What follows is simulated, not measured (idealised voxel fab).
The following process module bears the name voxel gate over fins.
280 nm wide, 5 nm square cells: that's cross-section cut.
Each cross-section below is a grid of square cells, stated as bands in top-down order, with one or more rows of cells making up each band. Band: top and bottom heights (nm) first, top before bottom; then materials from left to right, widths in nm. "throughout" marks a sole material filling the band edge to edge. "blank" denotes empty space. Height datum 0, below which the as-received substrate wafer is one material. Lowest band open at the bottom, running downward: "0 nm and below". So if you see something like "30->40" for the width, read it as the top row of the band sitting at the first number and the bottom row at the second, with every row in between moving by the same amount as the last. It should be understood that the words "nothing different", when stated for a given step, signify that the cross-section underwent no change in any of its cells during that step. Listed in "Enclosed internal voids": every empty space of 8 or more cells without an open way to the top. Form: width x height at distance, the distance being from the left edge, all in nm. On a step's line, text after the settings is the simulator commenting on that step. For masked steps, "overlay nm" on the step line gives how far right of plan the mask actually lay; a minus sign means it lay to the left.

# Process steps (planned)
1 RECEIVE | material Si
2 CONFORMAL_DEP | material SiN | thk nm 10
3 DIRECTIONAL_DEP | material aC | thk nm 10
4 PATTERN | tone cover | mask id FINS | material resist | width nm 15 | pitch nm 60 | thk nm 30 | overlay nm 0
5 DIRECTIONAL_ETCH | etch materials aC | depth nm 10
6 STRIP | etch materials resist
7 DIRECTIONAL_ETCH | etch materials SiN | depth nm 10
8 DIRECTIONAL_ETCH | etch materials Si | depth nm 35
9 STRIP | etch materials aC
10 FILL_DEP | material SiO2 | thk nm 15
11 CMP | height nm 10
12 DIRECTIONAL_DEP | material aC | thk nm 10
13 PATTERN | tone open | mask id RAIL | material resist | width nm 15 | thk nm 25 | overlay nm -15
14 DIRECTIONAL_ETCH | etch materials aC | depth nm 10
15 STRIP | etch materials resist
16 DIRECTIONAL_ETCH | etch materials SiO2 | depth nm 40
17 STRIP | etch materials aC
18 CONFORMAL_DEP | material TiN | thk nm 5
19 FILL_DEP | material W | thk nm 5
20 CMP | height nm 10
21 SELECTIVE_ETCH | etch materials W Ru TiN | depth nm 30
22 FILL_DEP | material SiO2 | thk nm 5
23 CMP | height nm 10
24 SELECTIVE_ETCH | etch materials SiO2 | depth nm 25
25 STRIP | etch materials SiN
26 CONFORMAL_DEP | material HfO2 | thk nm 5
27 CONFORMAL_DEP | material TiN | thk nm 5
28 CONFORMAL_DEP | material TiAl | thk nm 5
29 CONFORMAL_DEP | material TiN | thk nm 5
30 FILL_DEP | material W | thk nm 10
31 CMP | height nm 25
32 CONFORMAL_DEP | material SiCN | thk nm 10
For this document, wafers share an identical start and vary in the step 13 overlay nm; the plan quotes the first wafer's value.

# Sectional view: first of several wafers, as received, after step 1
    0 nm and below | Si throughout
    Enclosed internal voids: none

# Once step 32, the last step, is complete, the module is at its end; this is the cross-section of the first of several wafers
    35 nm to 25 nm | SiCN throughout
    25 nm to 20 nm | W throughout
    20 nm to 15 nm | W (20), TiN (55), W (5), TiN (55), W (5), TiN (55), W (5), TiN (55), W (25)
    15 nm to 10 nm | W (20), TiN (5), TiAl (45), TiN (5), W (5), TiN (5), TiAl (45), TiN (5), W (5), TiN (5), TiAl (45), TiN (5), W (5), TiN (5), TiAl (45), TiN (5), W (25)
    10 nm to 5 nm | W (20), TiN (5), TiAl (5), TiN (35), TiAl (5), TiN (5), W (5), TiN (5), TiAl (5), TiN (35), TiAl (5), TiN (5), W (5), TiN (5), TiAl (5), TiN (35), TiAl (5), TiN (5), W (5), TiN (5), TiAl (5), TiN (35), TiAl (5), TiN (5), W (25)
    5 nm to 0 nm | TiN (25), TiAl (5), TiN (5), HfO2 (25), TiN (5), TiAl (5), TiN (15), TiAl (5), TiN (5), HfO2 (25), TiN (5), TiAl (5), TiN (15), TiAl (5), TiN (5), HfO2 (25), TiN (5), TiAl (5), TiN (15), TiAl (5), TiN (5), HfO2 (25), TiN (5), TiAl (5), TiN (30)
    0 nm to -5 nm | TiAl (30), TiN (5), HfO2 (5), Si (15), HfO2 (5), TiN (5), TiAl (25), TiN (5), HfO2 (5), Si (15), HfO2 (5), TiN (5), TiAl (25), TiN (5), HfO2 (5), Si (15), HfO2 (5), TiN (5), TiAl (25), TiN (5), HfO2 (5), Si (15), HfO2 (5), TiN (5), TiAl (35)
    -5 nm to -10 nm | TiN (35), HfO2 (5), Si (15), HfO2 (5), TiN (35), HfO2 (5), Si (15), HfO2 (5), TiN (35), HfO2 (5), Si (15), HfO2 (5), TiN (35), HfO2 (5), Si (15), HfO2 (5), TiN (40)
    -10 nm to -15 nm | HfO2 (40), Si (15), HfO2 (45), Si (15), HfO2 (45), Si (15), HfO2 (45), Si (15), HfO2 (45)
    -15 nm to -20 nm | SiO2 (40), Si (15), SiO2 (45), Si (15), SiO2 (45), Si (15), SiO2 (45), Si (15), SiO2 (45)
    -20 nm to -25 nm | SiO2 (40), Si (15), TiN (5), W (5), TiN (5), SiO2 (30), Si (15), SiO2 (45), Si (15), SiO2 (45), Si (15), SiO2 (45)
    -25 nm to -30 nm | SiO2 (40), Si (15), TiN (15), SiO2 (30), Si (15), SiO2 (45), Si (15), SiO2 (45), Si (15), SiO2 (45)
    -30 nm to -35 nm | SiO2 (40), Si (15), SiO2 (45), Si (15), SiO2 (45), Si (15), SiO2 (45), Si (15), SiO2 (45)
    -35 nm and below | Si throughout
    Enclosed internal voids: none

# last wafer at the end
    35 nm to 25 nm | SiCN throughout
    25 nm to 20 nm | W throughout
    20 nm to 15 nm | W (20), TiN (55), W (5), TiN (55), W (5), TiN (55), W (5), TiN (55), W (25)
    15 nm to 10 nm | W (20), TiN (5), TiAl (45), TiN (5), W (5), TiN (5), TiAl (45), TiN (5), W (5), TiN (5), TiAl (45), TiN (5), W (5), TiN (5), TiAl (45), TiN (5), W (25)
    10 nm to 5 nm | W (20), TiN (5), TiAl (5), TiN (35), TiAl (5), TiN (5), W (5), TiN (5), TiAl (5), TiN (35), TiAl (5), TiN (5), W (5), TiN (5), TiAl (5), TiN (35), TiAl (5), TiN (5), W (5), TiN (5), TiAl (5), TiN (35), TiAl (5), TiN (5), W (25)
    5 nm to 0 nm | TiN (25), TiAl (5), TiN (5), HfO2 (25), TiN (5), TiAl (5), TiN (15), TiAl (5), TiN (5), HfO2 (25), TiN (5), TiAl (5), TiN (15), TiAl (5), TiN (5), HfO2 (25), TiN (5), TiAl (5), TiN (15), TiAl (5), TiN (5), HfO2 (25), TiN (5), TiAl (5), TiN (30)
    0 nm to -5 nm | TiAl (30), TiN (5), HfO2 (5), Si (15), HfO2 (5), TiN (5), TiAl (25), TiN (5), HfO2 (5), Si (15), HfO2 (5), TiN (5), TiAl (25), TiN (5), HfO2 (5), Si (15), HfO2 (5), TiN (5), TiAl (25), TiN (5), HfO2 (5), Si (15), HfO2 (5), TiN (5), TiAl (35)
    -5 nm to -10 nm | TiN (35), HfO2 (5), Si (15), HfO2 (5), TiN (35), HfO2 (5), Si (15), HfO2 (5), TiN (35), HfO2 (5), Si (15), HfO2 (5), TiN (35), HfO2 (5), Si (15), HfO2 (5), TiN (40)
    -10 nm to -15 nm | HfO2 (40), Si (15), HfO2 (45), Si (15), HfO2 (45), Si (15), HfO2 (45), Si (15), HfO2 (45)
    -15 nm to -20 nm | SiO2 (40), Si (15), SiO2 (45), Si (15), SiO2 (45), Si (15), SiO2 (45), Si (15), SiO2 (45)
    -20 nm to -25 nm | SiO2 (40), Si (15), SiO2 (30), TiN (5), W (5), TiN (5), Si (15), SiO2 (45), Si (15), SiO2 (45), Si (15), SiO2 (45)
    -25 nm to -30 nm | SiO2 (40), Si (15), SiO2 (30), TiN (15), Si (15), SiO2 (45), Si (15), SiO2 (45), Si (15), SiO2 (45)
    -30 nm to -35 nm | SiO2 (40), Si (15), SiO2 (45), Si (15), SiO2 (45), Si (15), SiO2 (45), Si (15), SiO2 (45)
    -35 nm and below | Si throughout
    Enclosed internal voids: none

# Wafer rows, end of module: cells per material gained (+) or lost (-) since receipt; closed voids last
overlay nm -15 | +80 HfO2 | -308 Si | +112 SiCN | +170 SiO2 | +80 TiAl | +165 TiN | +93 W | Enclosed internal voids: none
overlay nm -10 | +80 HfO2 | -308 Si | +112 SiCN | +170 SiO2 | +80 TiAl | +165 TiN | +93 W | Enclosed internal voids: none
overlay nm -5 | +80 HfO2 | -308 Si | +112 SiCN | +170 SiO2 | +80 TiAl | +165 TiN | +93 W | Enclosed internal voids: none
overlay nm 0 | +80 HfO2 | -308 Si | +112 SiCN | +170 SiO2 | +80 TiAl | +165 TiN | +93 W | Enclosed internal voids: none
overlay nm 5 | +80 HfO2 | -308 Si | +112 SiCN | +170 SiO2 | +80 TiAl | +165 TiN | +93 W | Enclosed internal voids: none
overlay nm 10 | +80 HfO2 | -308 Si | +112 SiCN | +170 SiO2 | +80 TiAl | +165 TiN | +93 W | Enclosed internal voids: none
overlay nm 15 | +80 HfO2 | -308 Si | +112 SiCN | +170 SiO2 | +80 TiAl | +165 TiN | +93 W | Enclosed internal voids: none
